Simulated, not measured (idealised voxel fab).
process module | voxel trench capacitor
cross-section cut | 225 nm wide | cells 5 nm
A cross-section is a grid of square cells, given in bands from the top down. A band is one or more rows of cells.
Each band's line starts with the height of the band's top and of its bottom, in nm. Then come its materials from left to right, each with its width in nm. One material with "throughout" fills the band from edge to edge. "air" is empty space.
Height 0 is the level under which the wafer as received is all one material. The lowest band goes on downwards, as in "0 down".
A width such as "30 to 40" changes by the same amount from each row of cells to the next, from the band's top row to its bottom row.
"no change" after a step means that no cell of the cross-section changed.
closed voids: empty space of 8 cells or more with no open way to the top, each as width x height at its distance from the left edge, in nm
after a step's settings: what the simulator itself notes on the step
overlay nm, on a step with a mask: how far to the right of its planned place the mask lay; to the left if negative
plan
1 op RECEIVE | material Si
2 op CONFORMAL_DEP | material SiN | thk nm 10
3 op MASKED_ETCH | tone open | mask id TRENCH | width nm 15 | pitch nm 45 | etch materials SiN | depth nm 10 | overlay nm 0
4 op MASKED_ETCH | tone open | mask id TRENCH | width nm 15 | pitch nm 45 | etch materials Si | depth nm 40 | overlay nm 0
5 op CONFORMAL_DEP | material SiO2 | thk nm 5
6 op FILL_DEP | material polySi | thk nm 5
7 op CMP | height nm 10
varied across the wafers: width nm of step 3. The plan shows the first wafer's value. All wafers start alike
first wafer as received, after step 1
  0 down: Si throughout
  closed voids: none
first wafer at the end, after step 7
  10 to 0: SiN 80 | SiO2 5 | polySi 5 | SiO2 5 | SiN 30 | SiO2 5 | polySi 5 | SiO2 5 | SiN 85
  0 to -35: Si 80 | SiO2 5 | polySi 5 | SiO2 5 | Si 30 | SiO2 5 | polySi 5 | SiO2 5 | Si 85
  -35 to -40: Si 80 | SiO2 15 | Si 30 | SiO2 15 | Si 85
  -40 down: Si throughout
  closed voids: none
last wafer at the end
  10 to 0: SiN 75 | SiO2 5 to 10 | polySi 20 to 5 | SiO2 5 to 15 | SiN 15 | SiO2 5 to 10 | polySi 20 to 5 | SiO2 5 to 15 | SiN 75
  0 to -35: Si 80 | SiO2 5 | polySi 5 | SiO2 5 | Si 30 | SiO2 5 | polySi 5 | SiO2 5 | Si 85
  -35 to -40: Si 80 | SiO2 15 | Si 30 | SiO2 15 | Si 85
  -40 down: Si throughout
  closed voids: none
each wafer at the end: cells of each material gained (+) or lost (-) since it was received, then its closed voids
width nm 15 | -48 Si | +78 SiN | +42 SiO2 | +18 polySi | closed voids: none
width nm 20 | -48 Si | +74 SiN | +44 SiO2 | +20 polySi | closed voids: none
width nm 25 | -48 Si | +70 SiN | +46 SiO2 | +22 polySi | closed voids: none
width nm 30 | -48 Si | +66 SiN | +48 SiO2 | +24 polySi | closed voids: none
